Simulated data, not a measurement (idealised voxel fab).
Documented hereafter: the process module known as voxel double patterning.
The cross-section shown here is cut; it is 295 nm wide and divided into square cells measuring 5 nm on a side.
Square cells in a grid make up a cross-section in this document, and the grid is given as bands, listed from the top down, each one or more rows of cells.
The band entry comprises the height of the band's top followed by the height of its bottom, expressed in nm, and subsequently the band's materials from left to right, each stated together with its width in nm. Where a single material is marked with the word "full width", that material fills the band from edge to edge. The word "air" represents empty space.
The level at which height equals 0 is the one under which the wafer, as it arrives, is entirely one material. No lower edge exists for the bottom band, which continues downward and is notated as in "from 0 down".
So if you see something like "30 to 40" for the width, read it as the top row of the band sitting at the first number and the bottom row at the second, with every row in between moving by the same amount as the last.
What does "everything unchanged" mean for a step? It means no cell of the cross-section changed in that step.
"Trapped cavities" lists enclosed empty spaces (at least 8 cells, no open path upward to the top), each as width x height at distance from the left edge, in nm.
It should be noted that, on the line of a given step, the content following the step's settings is a remark produced by the simulator itself with respect to that step.
The optional step-line setting "overlay nm" applies to steps with a mask and quantifies how far to the right of its planned location the mask lay, a negative value indicating leftward placement.
Plan:
1: op RECEIVE | material Si
2: op CONFORMAL_DEP | material SiN | thk nm 10
3: op DIRECTIONAL_DEP | material SiO2 | thk nm 20
4: op DIRECTIONAL_DEP | material SiCN | thk nm 10
5: op PATTERN | tone open | mask id FIRST | material resist | width nm 15 | pitch nm 50 | thk nm 15 | overlay nm 0
6: op DIRECTIONAL_ETCH | etch materials SiCN | depth nm 10
7: op STRIP | etch materials resist
8: op DIRECTIONAL_DEP | material aC | thk nm 15
9: op PATTERN | tone open | mask id SECOND | material resist | width nm 15 | thk nm 35 | overlay nm -15
10: op DIRECTIONAL_ETCH | etch materials aC | depth nm 15
11: op STRIP | etch materials resist
12: op DIRECTIONAL_ETCH | etch materials SiCN | depth nm 10
13: op STRIP | etch materials aC
14: op DIRECTIONAL_ETCH | etch materials SiO2 | depth nm 20
15: op STRIP | etch materials SiCN
Among the wafers covered here, the point of difference is the overlay nm at step 9; their starting state is shared, and the plan presents the value of the first wafer.
Sectional view: first of several wafers, as received, after step 1:
  from 0 down  Si full width
  Trapped cavities: none
Quick look at the cross-section of the first of several wafers after step 15, which wraps up the module:
  from 30 to 10  SiO2: 115, then air: 25, then SiO2: 25, then air: 15, then SiO2: 115
  from 10 to 0  SiN full width
  from 0 down  Si full width
  Trapped cavities: none
So this is the cross-section on the last wafer at the end of the module:
  from 30 to 10  SiO2: 115, then air: 15, then SiO2: 25, then air: 25, then SiO2: 115
  from 10 to 0  SiN full width
  from 0 down  Si full width
  Trapped cavities: none
Wafer rows, end of module: cells per material gained (+) or lost (-) since receipt; closed voids last:
overlay nm -15, +118 SiN, +204 SiO2, Trapped cavities: none
overlay nm -10, +118 SiN, +200 SiO2, Trapped cavities: none
overlay nm -5, +118 SiN, +200 SiO2, Trapped cavities: none
overlay nm 0, +118 SiN, +200 SiO2, Trapped cavities: none
overlay nm 5, +118 SiN, +200 SiO2, Trapped cavities: none
overlay nm 10, +118 SiN, +200 SiO2, Trapped cavities: none
overlay nm 15, +118 SiN, +204 SiO2, Trapped cavities: none
